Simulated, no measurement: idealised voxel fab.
The document below concerns the process module designated voxel ribs on slabs.
Shown is cross-section cut, with a width of 195 nm and square cells of size 5 nm.
Each cross-section below is a grid of square cells, stated as bands in top-down order, with one or more rows of cells making up each band. Top height, bottom height, nm. Materials left to right, width each, nm. Single material + "throughout" = fills band edge to edge. "blank" = empty. Ref level 0: as-received wafer is one material below here. Bottom band extends down with no lower bound ("0 down"). Think of "30->40" as a width that walks from the first number to the second as you go down the band, top row to bottom row, taking equal-sized steps from row to row. Key: "remained the same" - step with no changed cell in the cross-section. If an empty space has no open way to the top and is at least 8 cells in size, "Completely sealed voids" lists it, written width x height at distance, where distance is measured from the left edge and every value is in nm. Read whatever lies past the settings on a step's line as the simulator's own remark about the step. You can add "overlay nm" to a step's line. For a step with a mask, it describes how far the mask lay to the right of its planned position, and a negative number describes a lay to the left.

# So here's the lineup of process steps we planned
1,op RECEIVE | material Si
2,op DIRECTIONAL_DEP | material SiO2 | thk nm 25
3,op DIRECTIONAL_DEP | material SiN | thk nm 15
4,op MASKED_ETCH | tone cover | mask id RIB | width nm 25 | etch materials SiN | depth nm 10 | overlay nm 0
5,op DIRECTIONAL_DEP | material aC | thk nm 15
6,op PATTERN | tone cover | mask id SLAB | material resist | width nm 85 | thk nm 35 | overlay nm 0
7,op DIRECTIONAL_ETCH | etch materials aC | depth nm 15
8,op STRIP | etch materials resist
9,op DIRECTIONAL_ETCH | etch materials SiN | depth nm 5
10,op STRIP | etch materials aC
11,op FILL_DEP | material SiO2 | thk nm 20
12,op CMP | height nm 55
13,op DIRECTIONAL_DEP | material TiN | thk nm 10
14,op MASKED_ETCH | tone cover | mask id HEATER | width nm 35 | etch materials TiN | depth nm 10 | overlay nm 0
15,op CONFORMAL_DEP | material SiN | thk nm 5

# Cross-sectional view of the wafer in its as-received condition, corresponding to the state after step 1
- 0 down  Si throughout
- Completely sealed voids: none

# Cross-section: first of two wafers, module finished, run according to plan
- 70 to 65  blank 75; SiN 45; blank 75
- 65 to 60  blank 75; SiN 5; TiN 35; SiN 5; blank 75
- 60 to 55  SiN 80; TiN 35; SiN 80
- 55 to 40  SiO2 throughout
- 40 to 30  SiO2 85; SiN 25; SiO2 85
- 30 to 25  SiO2 55; SiN 85; SiO2 55
- 25 to 0  SiO2 throughout
- 0 down  Si throughout
- Completely sealed voids: none

# Cross-sectional view of the second of two wafers upon completion of the module. This wafer shared its starting condition and process plan with the first; one error was made during its execution
- 70 to 60  blank 75; TiN 45; blank 75
- 60 to 55  TiN throughout
- 55 to 40  SiO2 throughout
- 40 to 30  SiO2 85; SiN 25; SiO2 85
- 30 to 25  SiO2 55; SiN 85; SiO2 55
- 25 to 0  SiO2 throughout
- 0 down  Si throughout
- Completely sealed voids: none
Finding, execution versus plan: step 15 was run on a setting that differed from the plan, and what really ran there is op CONFORMAL_DEP | material TiN | thk nm 5
Once processing is complete, comparing cell counts shows that the second wafer has more or fewer of certain materials than the first: SiN: 43 fewer, TiN: 43 more
